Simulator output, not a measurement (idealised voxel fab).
Process module heading - voxel tone inversion
The width of the displayed cross-section, cut, is 175 nm; its cells are square, with a size of 5 nm.
For the purposes of this document, a cross-section shall be understood as a grid of square cells, specified as bands listed in top-to-bottom order, each band consisting of one or more rows of cells.
First you get the band's top height and its bottom height, in nm, and then the materials it's made of, left to right, with each width in nm. If you see a single material with "full width", that one covers the band edge to edge. "blank" is empty space.
Height reference: 0 = level under which incoming wafer is all one material. Lowest band: no bottom, runs on downward, e.g. "0 nm and below".
A width given as "30..40" starts at the first number in the band's top row and ends at the second number in its bottom row, shifting by an equal amount at every step from row to row.
When a step is marked "left unchanged", none of the cells in the cross-section changed during that step.
Enclosed voids (no open way to top), threshold 8 cells or more, entry "Closed empty spaces", notation width x height at distance, distance from left edge, nm.
Formally, on a step line, whatever follows the settings is a remark that the simulator itself makes on the step.
overlay nm: for a step with a mask, the amount by which the mask lay right of where it was planned; a negative amount means left of it.
## This section lists the process steps that were planned
1,op RECEIVE | material Si
2,op CONFORMAL_DEP | material SiCN | thk nm 10
3,op DIRECTIONAL_DEP | material polySi | thk nm 25
4,op PATTERN | tone cover | mask id POSTS | material resist | width nm 15 | pitch nm 45 | thk nm 30 | overlay nm 0
5,op DIRECTIONAL_ETCH | etch materials polySi | depth nm 25
6,op STRIP | etch materials resist
7,op FILL_DEP | material lowk | thk nm 5
8,op CMP | height nm 35
9,op STRIP | etch materials polySi
The wafers in this document start out alike and differ in the width nm applied at step 4; the plan shows the value used for the first wafer.
## This is how the first of several wafers looked in cross-section when it arrived, which is after step 1
* 0 nm and below = Si full width
* Closed empty spaces: none
## Quick key for the table: a row per wafer, taken at the end of the module. For each material it tells you how many cells the wafer gained (+) or lost (-) since it came in, and the closed voids come after
width nm 15 | +70 SiCN | +130 lowk | Closed empty spaces: none
width nm 20 | +70 SiCN | +115 lowk | Closed empty spaces: none
width nm 25 | +70 SiCN | +100 lowk | Closed empty spaces: none
width nm 30 | +70 SiCN | +85 lowk | Closed empty spaces: none
